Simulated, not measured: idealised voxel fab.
Name of the process module below: voxel quadruple lines
The cross-section on display is named cut; it measures 220 nm wide, and its cells are 5 nm squares.
Think of the cross-section as a grid of square cells. We describe it in bands, top to bottom, and each band covers one or more rows of those cells. The band entry comprises the height of the band's top followed by the height of its bottom, expressed in nm, and subsequently the band's materials from left to right, each stated together with its width in nm. Where a single material is marked with the word "full width", that material fills the band from edge to edge. The word "blank" represents empty space. Heights are measured from 0, the level below which the as-received wafer is all one material; the lowest band has no bottom and continues downward, written as in "0 -> down". The notation "30 to 40" denotes a width that varies across the rows of cells in the band, beginning at the first number in the top row, finishing at the second number in the bottom row, and changing by an identical amount from each row to the next. Basically "nothing changed" means that step didn't change any cell in the cross-section. So "Closed void listing" is basically the list of trapped voids: any empty space of 8 cells or more that can't reach the top through an opening. They're written width x height at distance, the distance being from the left edge, and it's all nm. On a step's line, text after the settings is the simulator commenting on that step. Steps that use a mask can have "overlay nm" on their line. It says how far the mask sat to the right of where it was meant to be. Negative means to the left.

[The planned process steps are enumerated hereunder]
1: RECEIVE,material Si
2: CONFORMAL_DEP,material SiO2,thk nm 10
3: DIRECTIONAL_DEP,material W,thk nm 15
4: DIRECTIONAL_DEP,material polySi,thk nm 20
5: DIRECTIONAL_DEP,material aC,thk nm 25
6: PATTERN,tone cover,mask id MANDREL,material resist,width nm 35,pitch nm 100,thk nm 35,overlay nm 0
7: DIRECTIONAL_ETCH,etch materials aC,depth nm 25
8: STRIP,etch materials resist
9: CONFORMAL_DEP,material SiO2,thk nm 15
10: DIRECTIONAL_ETCH,etch materials SiO2,depth nm 15
11: STRIP,etch materials aC
12: DIRECTIONAL_ETCH,etch materials polySi,depth nm 20
13: STRIP,etch materials SiO2
14: CONFORMAL_DEP,material SiCN,thk nm 10
15: DIRECTIONAL_ETCH,etch materials SiCN,depth nm 10
16: STRIP,etch materials polySi
17: DIRECTIONAL_ETCH,etch materials W,depth nm 15
18: STRIP,etch materials SiCN
19: FILL_DEP,material SiO2,thk nm 5
20: CMP,height nm 25

[Cross-section: wafer on arrival = after step 1]
	0 -> down: Si full width
	Closed void listing: none

[Cross-section taken at module completion on the first of two wafers; processed per the plan]
	25 -> 10: SiO2 15 nm; W 10 nm; SiO2 15 nm; W 10 nm; SiO2 15 nm; W 10 nm; SiO2 15 nm; W 10 nm; SiO2 15 nm; W 10 nm; SiO2 15 nm; W 10 nm; SiO2 15 nm; W 10 nm; SiO2 15 nm; W 10 nm; SiO2 20 nm
	10 -> 0: SiO2 full width
	0 -> down: Si full width
	Closed void listing: none

[So this is wafer number two of the two, cut at the end of the module - it started where the first did and had the same plan, we just got one thing wrong running it]
	25 -> 10: SiO2 30 nm; W 10 nm; SiO2 15 nm; W 5 nm; SiO2 15 nm; W 10 nm; SiO2 45 nm; W 10 nm; SiO2 15 nm; W 5 nm; SiO2 15 nm; W 10 nm; SiO2 35 nm
	10 -> 0: SiO2 full width
	0 -> down: Si full width
	Closed void listing: none
Deviation from plan: rather than as planned, step 6 actually ran as PATTERN,tone open,mask id MANDREL,material resist,width nm 35,pitch nm 100,thk nm 35,overlay nm 0
At the finish, the second wafer shows more or fewer cells for some materials than the first does: SiO2: 18 more | W: 18 fewer
